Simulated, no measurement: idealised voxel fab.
The document below concerns the process module designated voxel tone inversion.
Square cells of 5 nm make up the cross-section cut, whose width is 285 nm.
Throughout this document, each cross-section is represented as a grid of square cells and is presented as a sequence of bands enumerated from the top downward, where a band comprises one or more rows of cells.
This entry defines a band. It first specifies the height of the band's top and the height of its bottom in nm, and then specifies the band's materials from left to right, stating each material with its width in nm. The word "full width" identifies a single material that fills the band from edge to edge, while the word "air" identifies empty space.
Beneath 0, the wafer as received is one material, and that level is where height counting begins. The lowest band goes on downward without a bottom; it is written like "from 0 down".
Width "30..40": first value at the band's top row of cells, second value at its bottom row, equal change from row to row.
"changes: none" -> step changed no cross-section cell.
Entry "Catalogued sealed voids". Content: empty spaces with no open connection to the top, size 8 cells or greater. Each: width x height at distance. Distance: from left edge. Unit: nm.
after a step's settings: what the simulator itself notes on the step
overlay nm, on a step with a mask: how far to the right of its planned place the mask lay; to the left if negative
The following list gives the planned process steps:
1 RECEIVE [material Si]
2 CONFORMAL_DEP [material SiCN] [thk nm 5]
3 DIRECTIONAL_DEP [material aC] [thk nm 20]
4 PATTERN [tone cover] [mask id POSTS] [material resist] [width nm 25] [pitch nm 50] [thk nm 30] [overlay nm 0]
5 DIRECTIONAL_ETCH [etch materials aC] [depth nm 20]
6 STRIP [etch materials resist]
7 FILL_DEP [material lowk] [thk nm 10]
8 CMP [height nm 25]
9 STRIP [etch materials aC]
10 CONFORMAL_DEP [material TiN] [thk nm 5]
11 FILL_DEP [material Ru] [thk nm 10]
12 CMP [height nm 25]
13 CONFORMAL_DEP [material SiCN] [thk nm 5]
first wafer, as planned:
Received-state cross-section, reflecting completion of step 1:
> from 0 down: Si full width
> Catalogued sealed voids: none
After step 2: wafer cross-section:
> from 5 to 0: SiCN full width
> Whatever lies below 0 is exactly as it was before.
After step 3: wafer cross-section:
> from 25 to 5: aC full width
> Whatever lies below 5 is exactly as it was before.
After step 4: wafer cross-section:
> from 55 to 25: air 80  resist 25  air 25  resist 25  air 25  resist 25  air 80
> Whatever lies below 25 is exactly as it was before.
After step 5: wafer cross-section:
> from 35 to 25: air 80  resist 25  air 25  resist 25  air 25  resist 25  air 80
> from 25 to 5: air 80  aC 25  air 25  aC 25  air 25  aC 25  air 80
> Whatever lies below 5 is exactly as it was before.
After step 6: wafer cross-section:
> from 25 to 5: air 80  aC 25  air 25  aC 25  air 25  aC 25  air 80
> Whatever lies below 5 is exactly as it was before.
After step 7: wafer cross-section:
> from 35 to 25: lowk full width
> from 25 to 5: lowk 80  aC 25  lowk 25  aC 25  lowk 25  aC 25  lowk 80
> Whatever lies below 5 is exactly as it was before.
After step 8: wafer cross-section:
> from 25 to 5: lowk 80  aC 25  lowk 25  aC 25  lowk 25  aC 25  lowk 80
> Whatever lies below 5 is exactly as it was before.
After step 9: wafer cross-section:
> from 25 to 5: lowk 80  air 25  lowk 25  air 25  lowk 25  air 25  lowk 80
> Whatever lies below 5 is exactly as it was before.
After step 10: wafer cross-section:
> from 30 to 25: TiN 85  air 15  TiN 35  air 15  TiN 35  air 15  TiN 85
> from 25 to 10: lowk 80  TiN 5  air 15  TiN 5  lowk 25  TiN 5  air 15  TiN 5  lowk 25  TiN 5  air 15  TiN 5  lowk 80
> from 10 to 5: lowk 80  TiN 25  lowk 25  TiN 25  lowk 25  TiN 25  lowk 80
> Whatever lies below 5 is exactly as it was before.
After step 11: wafer cross-section:
> from 40 to 30: Ru full width
> from 30 to 25: TiN 85  Ru 15  TiN 35  Ru 15  TiN 35  Ru 15  TiN 85
> from 25 to 10: lowk 80  TiN 5  Ru 15  TiN 5  lowk 25  TiN 5  Ru 15  TiN 5  lowk 25  TiN 5  Ru 15  TiN 5  lowk 80
> Whatever lies below 10 is exactly as it was before.
After step 12: wafer cross-section:
> from 25 to 10: lowk 80  TiN 5  Ru 15  TiN 5  lowk 25  TiN 5  Ru 15  TiN 5  lowk 25  TiN 5  Ru 15  TiN 5  lowk 80
> Whatever lies below 10 is exactly as it was before.
After step 13: wafer cross-section:
> from 30 to 25: SiCN full width
> Whatever lies below 25 is exactly as it was before.
Wafer two. Identical start, identical plan. One mistake in execution. Identical history through step 1:
Cross-section: second wafer, time at which step 2 was scheduled to end:
> from 20 to 0: aC full width
> Whatever lies below 0 is exactly as it was before.
Cross-section: second wafer, time at which step 3 was scheduled to end:
> from 25 to 20: SiCN full width
> Whatever lies below 20 is exactly as it was before.
Cross-section: second wafer, time at which step 4 was scheduled to end:
> from 55 to 25: air 80  resist 25  air 25  resist 25  air 25  resist 25  air 80
> Whatever lies below 25 is exactly as it was before.
Cross-section: second wafer, time at which step 5 was scheduled to end:
> from 35 to 25: air 80  resist 25  air 25  resist 25  air 25  resist 25  air 80
> Whatever lies below 25 is exactly as it was before.
Cross-section: second wafer, time at which step 6 was scheduled to end:
> from 25 to 20: SiCN full width
> Whatever lies below 20 is exactly as it was before.
Cross-section: second wafer, time at which step 7 was scheduled to end:
> from 35 to 25: lowk full width
> Whatever lies below 25 is exactly as it was before.
Cross-section: second wafer, time at which step 8 was scheduled to end:
> from 25 to 20: SiCN full width
> Whatever lies below 20 is exactly as it was before.
Cross-section: second wafer, time at which step 9 was scheduled to end: changes: none
Cross-section: second wafer, time at which step 10 was scheduled to end:
> from 30 to 25: TiN full width
> Whatever lies below 25 is exactly as it was before.
Cross-section: second wafer, time at which step 11 was scheduled to end:
> from 40 to 30: Ru full width
> Whatever lies below 30 is exactly as it was before.
Cross-section: second wafer, time at which step 12 was scheduled to end:
> from 25 to 20: SiCN full width
> Whatever lies below 20 is exactly as it was before.
Cross-section: second wafer, time at which step 13 was scheduled to end:
> from 30 to 20: SiCN full width
> Whatever lies below 20 is exactly as it was before.
Processing error: note: step 2 <-> step 3, run order reversed vs plan
Materials where the second wafer ends with more or fewer cells than the first: Ru: 27 fewer | TiN: 33 fewer | aC: 228 more | lowk: 168 fewer
